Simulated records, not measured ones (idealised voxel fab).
process module | voxel lift off
Each square cell in cross-section cut measures 5 nm, and the section as a whole is 165 nm wide.
In this document a cross-section is written as a grid of square cells. It is given as a series of bands, listed from the top down, and a band is one or more rows of cells.
It is stipulated that each band's entry specify, in nanometres, the height of the top of the band and then that of its bottom, followed by the materials of the band in left-to-right sequence, each together with its width in nanometres. A single material marked by the word "edge to edge" is understood to fill the band from edge to edge; the word "empty" is understood to denote empty space.
Note: height 0 marks the level under which the wafer is uniformly one material as received. Lowest band unbounded below, written "from 0 down".
A two-number width, for instance "30..40", indicates that the width is equal to the first number in the top row of the band and to the second number in the bottom row, and that it changes by a constant amount per row of cells.
When a step is marked "no alterations made", none of the cells in the cross-section changed during that step.
Look at "Catalogued sealed voids" for the closed voids: empty spaces with no open path to the top, sized 8 cells or up. Each is width x height at distance, distance from the left edge, all nm.
If you see something after the settings on a step's line, that's the simulator's own remark about that step.
A step line may carry the setting "overlay nm", which, for steps involving a mask, states the distance by which the mask lay to the right of its intended position; negative values denote displacement to the left.
Process steps (planned):
1 RECEIVE, material Si
2 CONFORMAL_DEP, material Al2O3, thk nm 5
3 PATTERN, tone open, mask id LINES, material resist, width nm 30, pitch nm 45, thk nm 15, overlay nm 0
4 DIRECTIONAL_DEP, material Ru, thk nm 5
5 STRIP, etch materials resist
6 CONFORMAL_DEP, material SiN, thk nm 5
Incoming wafer, cross-sectional view, post step 1:
from 0 down | Si edge to edge
Catalogued sealed voids: none
Cross-section, end of module. Start: as above. Plan: as above. Execution: one mistake:
from 15 to 10 | SiN (25); empty (20); SiN (25); empty (20); SiN (25); empty (20); SiN (30)
from 10 to 5 | Ru (20); SiN (30); Ru (15); SiN (30); Ru (15); SiN (30); Ru (25)
from 5 to 0 | Al2O3 edge to edge
from 0 down | Si edge to edge
Catalogued sealed voids: none
Misprocessing identified: step 3 was processed under conditions differing from the plan, specifically as PATTERN, tone cover, mask id LINES, material resist, width nm 30, pitch nm 45, thk nm 15, overlay nm 0
